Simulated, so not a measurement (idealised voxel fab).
process module | voxel released beams
cross-section cut | 260 nm wide | cells 5 nm
A cross-section is a grid of square cells, given in bands from the top down. A band is one or more rows of cells.
Each band's line starts with the height of the band's top and of its bottom, in nm. Then come its materials from left to right, each with its width in nm. One material with "throughout" fills the band from edge to edge. "air" is empty space.
Height 0 is the level under which the wafer as received is all one material. The lowest band goes on downwards, as in "0 down".
A width such as "30 to 40" changes by the same amount from each row of cells to the next, from the band's top row to its bottom row.
"no change" after a step means that no cell of the cross-section changed.
closed voids: empty space of 8 cells or more with no open way to the top, each as width x height at its distance from the left edge, in nm
after a step's settings: what the simulator itself notes on the step
overlay nm, on a step with a mask: how far to the right of its planned place the mask lay; to the left if negative
plan
1 op RECEIVE | material Si
2 op CONFORMAL_DEP | material SiN | thk nm 5
3 op DIRECTIONAL_DEP | material SiO2 | thk nm 20
4 op DIRECTIONAL_DEP | material aC | thk nm 15
5 op PATTERN | tone open | mask id ANCHOR | material resist | width nm 25 | thk nm 35 | overlay nm 0
6 op DIRECTIONAL_ETCH | etch materials aC | depth nm 15
7 op STRIP | etch materials resist
8 op DIRECTIONAL_ETCH | etch materials SiO2 | depth nm 20
9 op STRIP | etch materials aC
10 op CONFORMAL_DEP | material TiN | thk nm 10
11 op MASKED_ETCH | tone cover | mask id BEAM | width nm 100 | etch materials TiN | depth nm 10 | overlay nm 0
12 op STRIP | etch materials SiO2
first wafer, as planned
as received, after step 1
  0 down: Si throughout
  closed voids: none
after step 2
  5 to 0: SiN throughout
  below 0: unchanged
after step 3
  25 to 5: SiO2 throughout
  below 5: unchanged
after step 4
  40 to 25: aC throughout
  below 25: unchanged
after step 5
  75 to 40: resist 80 | air 25 | resist 155
  below 40: unchanged
after step 6
  60 to 40: resist 80 | air 25 | resist 155
  40 to 25: aC 80 | air 25 | aC 155
  below 25: unchanged
after step 7
  40 to 25: aC 80 | air 25 | aC 155
  below 25: unchanged
after step 8
  40 to 25: aC 80 | air 25 | aC 155
  25 to 5: SiO2 80 | air 25 | SiO2 155
  below 5: unchanged
after step 9
  25 to 5: SiO2 80 | air 25 | SiO2 155
  below 5: unchanged
after step 10
  35 to 25: TiN 90 | air 5 | TiN 165
  25 to 15: SiO2 80 | TiN 10 | air 5 | TiN 10 | SiO2 155
  15 to 5: SiO2 80 | TiN 25 | SiO2 155
  below 5: unchanged
after step 11
  35 to 25: air 75 | TiN 15 | air 5 | TiN 80 | air 85
  below 25: unchanged
after step 12
  35 to 25: air 75 | TiN 15 | air 5 | TiN 80 | air 85
  25 to 15: air 80 | TiN 10 | air 5 | TiN 10 | air 155
  15 to 5: air 80 | TiN 25 | air 155
  below 5: unchanged
second wafer: like start, like plan, one mistake. Through step 4 it matches the first wafer
when step 5 should have ended
  75 to 40: air 80 | resist 25 | air 155
  below 40: unchanged
when step 6 should have ended
  60 to 40: air 80 | resist 25 | air 155
  40 to 25: air 80 | aC 25 | air 155
  below 25: unchanged
when step 7 should have ended
  40 to 25: air 80 | aC 25 | air 155
  below 25: unchanged
when step 8 should have ended
  40 to 25: air 80 | aC 25 | air 155
  25 to 5: air 80 | SiO2 25 | air 155
  below 5: unchanged
when step 9 should have ended
  25 to 5: air 80 | SiO2 25 | air 155
  below 5: unchanged
when step 10 should have ended
  35 to 25: air 70 | TiN 45 | air 145
  25 to 15: air 70 | TiN 10 | SiO2 25 | TiN 10 | air 145
  15 to 5: TiN 80 | SiO2 25 | TiN 155
  below 5: unchanged
when step 11 should have ended
  35 to 25: air 75 | TiN 40 | air 145
  25 to 15: air 70 | TiN 10 | SiO2 25 | TiN 10 | air 145
  15 to 5: air 70 | TiN 10 | SiO2 25 | TiN 70 | air 85
  below 5: unchanged
when step 12 should have ended: no change
what went wrong: step 5 ran as: op PATTERN | tone cover | mask id ANCHOR | material resist | width nm 25 | thk nm 35 | overlay nm 0
at the end the second wafer has, in cells: 20 more of SiO2
